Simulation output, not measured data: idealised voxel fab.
Title: Process Module voxel released beams
For reference, the cross-section in this document is cut, with width 200 nm and square cells of 5 nm.
When this document writes out a cross-section, it uses a grid of square cells and lists it as bands, beginning at the top and moving down, with a band standing for one or more rows of cells.
Heights first: top, then bottom, in nm. Then materials, left to right, each with a width in nm. "full width" on a single material: fills the band edge to edge. "blank": empty space.
Beneath 0, the wafer as received is one material, and that level is where height counting begins. The lowest band goes on downward without a bottom; it is written like "0..down".
When a width is written as two numbers, as in "30..40", the first number is the width in the top row of cells of the band and the second is the width in its bottom row, and the width changes by the same amount from each row to the next.
The cross-section has no changed cell in any step marked "changes: none".
Any empty space of 8 cells or more lacking an open way to the top shows up in "Closed internal cavities" as width x height at distance, distance from the left edge, in nm.
Formally, on a step line, whatever follows the settings is a remark that the simulator itself makes on the step.
The setting "overlay nm" may be written on the line of a step. When the step uses a mask, the value reports how far to the right of the planned place the mask lay, and a negative value reports that it lay to the left.
**List of planned process steps**
1) RECEIVE,material Si
2) CONFORMAL_DEP,material SiN,thk nm 5
3) DIRECTIONAL_DEP,material SiO2,thk nm 20
4) DIRECTIONAL_DEP,material aC,thk nm 15
5) PATTERN,tone open,mask id ANCHOR,material resist,width nm 35,thk nm 30,overlay nm 0
6) DIRECTIONAL_ETCH,etch materials aC,depth nm 15
7) STRIP,etch materials resist
8) DIRECTIONAL_ETCH,etch materials SiO2,depth nm 20
9) STRIP,etch materials aC
10) CONFORMAL_DEP,material TiN,thk nm 15
11) PATTERN,tone cover,mask id BEAM,material resist,width nm 80,thk nm 20,overlay nm 0
12) DIRECTIONAL_ETCH,etch materials TiN,depth nm 15
13) STRIP,etch materials resist
14) STRIP,etch materials SiO2
**Incoming wafer, cross-sectional view, post step 1**
> 0..down = Si full width
> Closed internal cavities: none
**Below is the wafer in cross-section after the module was completed. It began from the starting point shown above and followed the plan shown above, except that one mistake was made while running it**
> 40..30 = blank 55 | TiN 20 | blank 5 | TiN 55 | blank 65
> 30..25 = TiN 75 | blank 5 | TiN 120
> 25..20 = SiO2 60 | TiN 15 | blank 5 | TiN 15 | SiO2 105
> 20..5 = SiO2 60 | TiN 35 | SiO2 105
> 5..0 = SiN full width
> 0..down = Si full width
> Closed internal cavities: none
Error vs. plan: it should be noted that step 12 was executed with settings other than those planned, the operation and settings actually applied being DIRECTIONAL_ETCH,etch materials TiN,depth nm 10
